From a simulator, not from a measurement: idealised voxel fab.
The process module that follows is named voxel ribs on slabs.
This is section cut - it's 165 nm across, gridded in 5 nm square cells.
Cross-section spec: square-cell grid; bands listed top down; each band is one or more rows.
Band entry format. Leading values: height of top, height of bottom, nm. Remainder: materials in left-to-right order, each with its width in nm. Special words: "full width" on a single material, which then fills the band edge to edge; "air", empty space.
Height is counted from the level 0, under which the received wafer is composed throughout of one material. The lowest of the bands is not closed at the bottom but continues downward, in the notation "from 0 down".
The expression "30 to 40" gives the width at the extremes of the band, the first number at its top row of cells and the second at its bottom row, with the width changing by equal amounts from each row to the next in between.
What does "same as before" mean for a step? It means no cell of the cross-section changed in that step.
For the entry "Entrapped void list", the listed items are empty spaces with no open way to the top whose size is 8 cells or more; each item follows the pattern width x height at distance, where distance is from the left edge and all three are in nm.
That trailing text on a step's line, after the settings, is the simulator's own remark on the step.
overlay nm: how far to the right of its planned place the mask lay on this masked step (negative: to the left).

Set out below are the planned steps of the process
| 1 | RECEIVE (material Si) |
| 2 | DIRECTIONAL_DEP (material SiO2; thk nm 30) |
| 3 | DIRECTIONAL_DEP (material polySi; thk nm 20) |
| 4 | MASKED_ETCH (tone cover; mask id RIB; width nm 30; etch materials polySi; depth nm 15; overlay nm 0) |
| 5 | MASKED_ETCH (tone cover; mask id SLAB; width nm 70; etch materials polySi; depth nm 5; overlay nm 0) |
| 6 | FILL_DEP (material SiO2; thk nm 20) |
| 7 | CMP (height nm 60) |
| 8 | DIRECTIONAL_DEP (material W; thk nm 5) |
| 9 | PATTERN (tone cover; mask id HEATER; material resist; width nm 40; thk nm 20; overlay nm 0) |
| 10 | DIRECTIONAL_ETCH (etch materials W; depth nm 5) |
| 11 | STRIP (etch materials resist) |
| 12 | CONFORMAL_DEP (material SiO2; thk nm 5) |

Below: the first of two wafers, run as planned

So this is the incoming wafer in cross-section - it's already been through step 1
  from 0 down = Si full width
  Entrapped void list: none

You're looking at a cross-section of the wafer after step 2
  from 30 to 0 = SiO2 full width
  Beneath the level 0, the cross-section is identical to its previous state.

You're looking at a cross-section of the wafer after step 3
  from 50 to 30 = polySi full width
  Beneath the level 30, the cross-section is identical to its previous state.

You're looking at a cross-section of the wafer after step 4
  from 50 to 35 = air: 65 / polySi: 30 / air: 70
  Beneath the level 35, the cross-section is identical to its previous state.

You're looking at a cross-section of the wafer after step 5
  from 50 to 35 = air: 65 / polySi: 30 / air: 70
  from 35 to 30 = air: 45 / polySi: 70 / air: 50
  Beneath the level 30, the cross-section is identical to its previous state.

You're looking at a cross-section of the wafer after step 6
  from 70 to 50 = SiO2 full width
  from 50 to 35 = SiO2: 65 / polySi: 30 / SiO2: 70
  from 35 to 30 = SiO2: 45 / polySi: 70 / SiO2: 50
  Beneath the level 30, the cross-section is identical to its previous state.

You're looking at a cross-section of the wafer after step 7
  from 60 to 50 = SiO2 full width
  Beneath the level 50, the cross-section is identical to its previous state.

You're looking at a cross-section of the wafer after step 8
  from 65 to 60 = W full width
  Beneath the level 60, the cross-section is identical to its previous state.

You're looking at a cross-section of the wafer after step 9
  from 85 to 65 = air: 60 / resist: 40 / air: 65
  Beneath the level 65, the cross-section is identical to its previous state.

You're looking at a cross-section of the wafer after step 10
  from 85 to 65 = air: 60 / resist: 40 / air: 65
  from 65 to 60 = air: 60 / W: 40 / air: 65
  Beneath the level 60, the cross-section is identical to its previous state.

You're looking at a cross-section of the wafer after step 11
  from 65 to 60 = air: 60 / W: 40 / air: 65
  Beneath the level 60, the cross-section is identical to its previous state.

You're looking at a cross-section of the wafer after step 12
  from 70 to 65 = air: 55 / SiO2: 50 / air: 60
  from 65 to 60 = SiO2: 60 / W: 40 / SiO2: 65
  Beneath the level 60, the cross-section is identical to its previous state.

The second wafer was prepared from the same starting point and under the same plan as the first; its processing contained one mistake, and it remains indistinguishable from the first wafer up to and including step 11

Cross-section of the second wafer corresponding to the planned conclusion of step 12: same as before
It is concluded that the wafer was processed incorrectly with respect to the plan, in that step 12 from the plan never happened, it was just skipped
The closing comparison, in cells, has the second wafer with more or fewer of some materials than the first: -35 SiO2
